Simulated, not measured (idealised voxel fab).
A process module follows: voxel fin reveal.
We display cut, a cross-section 270 nm in width whose square cells are each 5 nm.
In this document a cross-section is written as a grid of square cells. It is given as a series of bands, listed from the top down, and a band is one or more rows of cells.
A band entry consists of two parts. The first gives the height of the band's top and the height of its bottom, in nm. The rest lists the band's materials from left to right, each with its width in nm. A single material labelled with the word "all across" fills the band from edge to edge, and the word "air" marks empty space.
Below 0: as-received wafer, all one material; heights counted from there. Lowest band: no bottom, goes on down, written "0 and below".
When a width is written as two numbers, as in "30 to 40", the first number is the width in the top row of cells of the band and the second is the width in its bottom row, and the width changes by the same amount from each row to the next.
The designation "no alterations made", where it is given for a processing step, indicates that no cell of the cross-section was altered in the course of that step.
Basically, "Voids, enclosed" tells you about the enclosed voids: empty spaces with no open way to the top, 8 cells or bigger, each written width x height at distance, where distance is from the left edge, all in nm.
It should be noted that, on the line of a given step, the content following the step's settings is a remark produced by the simulator itself with respect to that step.
overlay nm, on a step with a mask: how far to the right of its planned place the mask lay; to the left if negative
# plan
1 RECEIVE,material Si
2 CONFORMAL_DEP,material SiN,thk nm 10
3 MASKED_ETCH,tone cover,mask id FINS,width nm 15,pitch nm 40,etch materials SiN,depth nm 5,overlay nm 0
4 MASKED_ETCH,tone cover,mask id FINS,width nm 15,pitch nm 40,etch materials Si,depth nm 30,overlay nm 0
5 OXIDIZE,depth nm 5
6 FILL_DEP,material SiO2,thk nm 5
7 CMP,height nm 10
8 SELECTIVE_ETCH,etch materials SiO2,depth nm 30
9 STRIP,etch materials SiN
10 CONFORMAL_DEP,material HfO2,thk nm 5
The plan's step 3 depth nm is the first wafer's value; the wafers differ in this setting and start identical.
# As-received cross-section, first of several wafers, post step 1
- 0 and below = Si all across
- Voids, enclosed: none
# Here is how to read the rows: every wafer has a row, and it shows the wafer at the end of the module, giving for each material how many cells were gained (+) or lost (-) since the wafer was received, then listing its closed voids
depth nm 5, +54 HfO2, Voids, enclosed: none
depth nm 10, +70 HfO2, -364 Si, +156 SiO2, Voids, enclosed: none
depth nm 15, +70 HfO2, -364 Si, +156 SiO2, Voids, enclosed: none
depth nm 20, +70 HfO2, -364 Si, +156 SiO2, Voids, enclosed: none
depth nm 25, +70 HfO2, -364 Si, +156 SiO2, Voids, enclosed: none
